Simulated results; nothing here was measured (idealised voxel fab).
The process module presented herein is designated voxel transistor to metal.
For reference, the cross-section in this document is cut, with width 185 nm and square cells of 5 nm.
If you're reading a cross-section in this doc, picture square cells in a grid; it comes to you as bands, top ones listed first down to the bottom, and a band can be one or more rows of cells. Band: top height; bottom height; in nm. Then, left to right: material with width in nm, for each material. "full width": a single material spanning edge to edge. "empty": empty space. Height datum 0, below which the as-received substrate wafer is one material. Lowest band open at the bottom, running downward: "0 and below". The expression "30 to 40" gives the width at the extremes of the band, the first number at its top row of cells and the second at its bottom row, with the width changing by equal amounts from each row to the next in between. Reading "nothing changed" for a step: not a cell of the cross-section changed in it. Entry "Voids, enclosed" = empty spaces >= 8 cells with no open way to the top; each as width x height at distance, distance from left edge, all nm. Text after the settings on a step's line: the simulator's own remark on that step. The setting "overlay nm" may be written on the line of a step. When the step uses a mask, the value reports how far to the right of the planned place the mask lay, and a negative value reports that it lay to the left.

[Steps planned for the process]
1: op RECEIVE | material Si
2: op CONFORMAL_DEP | material SiO2 | thk nm 5
3: op CONFORMAL_DEP | material SiN | thk nm 10
4: op MASKED_ETCH | tone cover | mask id ACTIVE | width nm 105 | etch materials SiN | depth nm 10 | overlay nm 0
5: op MASKED_ETCH | tone cover | mask id ACTIVE | width nm 105 | etch materials SiO2 | depth nm 5 | overlay nm 0
6: op MASKED_ETCH | tone cover | mask id ACTIVE | width nm 95 | etch materials Si | depth nm 20 | overlay nm 0
7: op OXIDIZE | depth nm 5
8: op FILL_DEP | material SiO2 | thk nm 5
9: op CMP | height nm 15
10: op SELECTIVE_ETCH | etch materials SiO2 | depth nm 10
11: op STRIP | etch materials SiN
12: op SELECTIVE_ETCH | etch materials SiO2 | depth nm 5
13: op OXIDIZE | depth nm 5
14: op DIRECTIONAL_DEP | material polySi | thk nm 25
15: op DIRECTIONAL_DEP | material SiCN | thk nm 15
16: op DIRECTIONAL_DEP | material aC | thk nm 10
17: op PATTERN | tone cover | mask id GATE | material resist | width nm 15 | thk nm 30 | overlay nm 0
18: op DIRECTIONAL_ETCH | etch materials aC | depth nm 10
19: op STRIP | etch materials resist
20: op DIRECTIONAL_ETCH | etch materials SiCN | depth nm 25
21: op DIRECTIONAL_ETCH | etch materials polySi | depth nm 35
22: op STRIP | etch materials aC
23: op CONFORMAL_DEP | material SiO2 | thk nm 5
24: op DIRECTIONAL_ETCH | etch materials SiO2 | depth nm 5
25: op CONFORMAL_DEP | material SiN | thk nm 5
26: op DIRECTIONAL_ETCH | etch materials SiN | depth nm 5
27: op DIRECTIONAL_ETCH | etch materials SiO2 | depth nm 5
28: op DIRECTIONAL_ETCH | etch materials Si | depth nm 5
29: op EPI | material pSi | thk nm 10
30: op FILL_DEP | material SiO2 | thk nm 10
31: op CMP | height nm 40
32: op DIRECTIONAL_DEP | material SiO2 | thk nm 10
33: op PATTERN | tone open | mask id CONTACT | material resist | width nm 20 | pitch nm 75 | thk nm 15 | overlay nm 0
34: op DIRECTIONAL_ETCH | etch materials SiO2 | depth nm 50
35: op STRIP | etch materials resist
36: op CONFORMAL_DEP | material TiN | thk nm 5
37: op FILL_DEP | material W | thk nm 10
38: op CMP | height nm 50
39: op DIRECTIONAL_DEP | material TiN | thk nm 5
40: op DIRECTIONAL_DEP | material Ru | thk nm 25
41: op DIRECTIONAL_DEP | material aC | thk nm 10
42: op PATTERN | tone cover | mask id METAL_1 | material resist | width nm 20 | pitch nm 75 | thk nm 30 | overlay nm 0
43: op DIRECTIONAL_ETCH | etch materials aC | depth nm 10
44: op STRIP | etch materials resist
45: op DIRECTIONAL_ETCH | etch materials Ru | depth nm 25
46: op DIRECTIONAL_ETCH | etch materials TiN | depth nm 5
47: op STRIP | etch materials aC
48: op CONFORMAL_DEP | material SiN | thk nm 5
49: op FILL_DEP | material lowk | thk nm 5
50: op CMP | height nm 80
51: op CONFORMAL_DEP | material SiCN | thk nm 5
The wafers in this document start out alike and differ in the width nm applied at step 6; the plan shows the value used for the first wafer.

[First wafer of several, as received: cross-section after step 1]
- 0 and below | Si full width
- Voids, enclosed: none

[The cross-section of the first of several wafers is given below for the end of the module, after its final step, step 51]
- 85 down to 80 | SiCN full width
- 80 down to 55 | lowk: 40; SiN: 5; Ru: 20; SiN: 5; lowk: 45; SiN: 5; Ru: 20; SiN: 5; lowk: 40
- 55 down to 50 | SiN: 45; TiN: 20; SiN: 55; TiN: 20; SiN: 45
- 50 down to 40 | SiO2: 45; TiN: 5; W: 10; TiN: 5; SiO2: 55; TiN: 5; W: 10; TiN: 5; SiO2: 45
- 40 down to 25 | SiO2: 45; TiN: 5; W: 10; TiN: 5; SiO2: 10; SiN: 5; SiO2: 5; SiCN: 15; SiO2: 5; SiN: 5; SiO2: 10; TiN: 5; W: 10; TiN: 5; SiO2: 45
- 25 down to 5 | SiO2: 45; TiN: 5; W: 10; TiN: 5; SiO2: 10; SiN: 5; SiO2: 5; polySi: 15; SiO2: 5; SiN: 5; SiO2: 10; TiN: 5; W: 10; TiN: 5; SiO2: 45
- 5 down to 0 | SiO2: 45; TiN: 20; pSi: 10; SiN: 5; SiO2: 5; polySi: 15; SiO2: 5; SiN: 5; pSi: 10; TiN: 20; SiO2: 45
- 0 down to -5 | SiO2: 40; pSi: 35; SiO2: 35; pSi: 35; SiO2: 40
- -5 down to -10 | SiO2: 45; pSi: 30; Si: 35; pSi: 30; SiO2: 45
- -10 down to -25 | SiO2: 45; Si: 95; SiO2: 45
- -25 and below | Si full width
- Voids, enclosed: none

[So this is the cross-section on the last wafer at the end of the module]
- 85 down to 80 | SiCN full width
- 80 down to 55 | lowk: 40; SiN: 5; Ru: 20; SiN: 5; lowk: 45; SiN: 5; Ru: 20; SiN: 5; lowk: 40
- 55 down to 50 | SiN: 45; TiN: 20; SiN: 55; TiN: 20; SiN: 45
- 50 down to 40 | SiO2: 45; TiN: 5; W: 10; TiN: 5; SiO2: 55; TiN: 5; W: 10; TiN: 5; SiO2: 45
- 40 down to 25 | SiO2: 45; TiN: 5; W: 10; TiN: 5; SiO2: 10; SiN: 5; SiO2: 5; SiCN: 15; SiO2: 5; SiN: 5; SiO2: 10; TiN: 5; W: 10; TiN: 5; SiO2: 45
- 25 down to 5 | SiO2: 45; TiN: 5; W: 10; TiN: 5; SiO2: 10; SiN: 5; SiO2: 5; polySi: 15; SiO2: 5; SiN: 5; SiO2: 10; TiN: 5; W: 10; TiN: 5; SiO2: 45
- 5 down to 0 | SiO2: 45; TiN: 20; pSi: 10; SiN: 5; SiO2: 5; polySi: 15; SiO2: 5; SiN: 5; pSi: 10; TiN: 20; SiO2: 45
- 0 down to -5 | SiO2: 35; pSi: 40; SiO2: 35; pSi: 45; SiO2: 30
- -5 down to -10 | SiO2: 40; pSi: 35; Si: 35; pSi: 40; SiO2: 35
- -10 down to -25 | SiO2: 40; Si: 110; SiO2: 35
- -25 and below | Si full width
- Voids, enclosed: none

[Below, a row for every wafer. Read it as the end-of-module picture: for each material the wafer shows its cells gained (+) or lost (-) since it was received, and then its closed voids]
width nm 95, +40 Ru, -121 Si, +46 SiCN, +65 SiN, +341 SiO2, +52 TiN, +36 W, +125 lowk, +30 pSi, +15 polySi, Voids, enclosed: none
width nm 100, +40 Ru, -121 Si, +46 SiCN, +65 SiN, +341 SiO2, +52 TiN, +36 W, +125 lowk, +30 pSi, +15 polySi, Voids, enclosed: none
width nm 105, +40 Ru, -121 Si, +46 SiCN, +65 SiN, +341 SiO2, +52 TiN, +36 W, +125 lowk, +30 pSi, +15 polySi, Voids, enclosed: none
width nm 110, +40 Ru, -118 Si, +46 SiCN, +65 SiN, +336 SiO2, +52 TiN, +36 W, +125 lowk, +32 pSi, +15 polySi, Voids, enclosed: none
width nm 115, +40 Ru, -115 Si, +46 SiCN, +65 SiN, +331 SiO2, +52 TiN, +36 W, +125 lowk, +34 pSi, +15 polySi, Voids, enclosed: none
width nm 120, +40 Ru, -112 Si, +46 SiCN, +65 SiN, +326 SiO2, +52 TiN, +36 W, +125 lowk, +36 pSi, +15 polySi, Voids, enclosed: none
